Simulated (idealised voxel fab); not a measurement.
This is a process module. Its name is voxel ribs on slabs.
The width of the displayed cross-section, cut, is 190 nm; its cells are square, with a size of 5 nm.
Square cells in a grid make up a cross-section in this document, and the grid is given as bands, listed from the top down, each one or more rows of cells. What a band's entry tells you: where the top is and where the bottom is, as heights in nm, and after that what lies inside, material by material from left to right, each with its width in nm. Empty space is written as the word "blank", and a single material marked with the word "full width" occupies the band from edge to edge. Zero point of the height axis is 0; under it, received wafer = one material. Lowest band: continues down indefinitely, "0..down". Width: "30->40" (first number = top row, second number = bottom row, same change from row to row of cells). Any step labelled "remained the same" changed none of the cells in the cross-section. Under "Listed closed voids" you'll find the enclosed gaps, the ones with no way out to the top, that are 8 cells or bigger; each reads width x height at distance, with distance counted from the left edge, everything in nm. after a step's settings: what the simulator itself notes on the step. "overlay nm" on a masked step: distance the mask lay right of its planned place, negative for left.

-- The steps planned for the process are as follows
1) op RECEIVE | material Si
2) op DIRECTIONAL_DEP | material SiO2 | thk nm 20
3) op DIRECTIONAL_DEP | material SiN | thk nm 20
4) op DIRECTIONAL_DEP | material aC | thk nm 15
5) op PATTERN | tone cover | mask id RIB | material resist | width nm 20 | thk nm 30 | overlay nm 0
6) op DIRECTIONAL_ETCH | etch materials aC | depth nm 15
7) op STRIP | etch materials resist
8) op DIRECTIONAL_ETCH | etch materials SiN | depth nm 10
9) op STRIP | etch materials aC
10) op PATTERN | tone cover | mask id SLAB | material resist | width nm 70 | thk nm 15 | overlay nm 0
11) op DIRECTIONAL_ETCH | etch materials SiN | depth nm 10
12) op STRIP | etch materials resist
13) op FILL_DEP | material SiO2 | thk nm 30
14) op CMP | height nm 60
15) op DIRECTIONAL_DEP | material W | thk nm 5
16) op DIRECTIONAL_DEP | material aC | thk nm 15
17) op PATTERN | tone cover | mask id HEATER | material resist | width nm 30 | thk nm 30 | overlay nm 0
18) op DIRECTIONAL_ETCH | etch materials aC | depth nm 15
19) op STRIP | etch materials resist
20) op DIRECTIONAL_ETCH | etch materials W | depth nm 5
21) op STRIP | etch materials aC
22) op CONFORMAL_DEP | material SiN | thk nm 5

-- Shown in cross-section is the wafer as received, that is, as it stands after step 1
    0..down | Si full width
    Listed closed voids: none

-- Wafer cross-section at module end: first of two, run to plan
    70..65 | blank 75, SiN 40, blank 75
    65..60 | SiN 80, W 30, SiN 80
    60..40 | SiO2 full width
    40..30 | SiO2 85, SiN 20, SiO2 85
    30..20 | SiO2 60, SiN 70, SiO2 60
    20..0 | SiO2 full width
    0..down | Si full width
    Listed closed voids: none

-- second wafer at the end: like start, like plan, one mistake
    70..65 | blank 75, SiN 40, blank 75
    65..60 | SiN 80, W 30, SiN 80
    60..45 | SiO2 full width
    45..35 | SiO2 60, SiN 70, SiO2 60
    35..20 | aC full width
    20..0 | SiO2 full width
    0..down | Si full width
    Listed closed voids: none
The mistake made against the process plan was this: step 3 ran in the slot meant for step 4, and vice versa
FYI, end of process, the second wafer has more or fewer cells of some materials than the first: SiN: 8 fewer, SiO2: 106 fewer, aC: 114 more
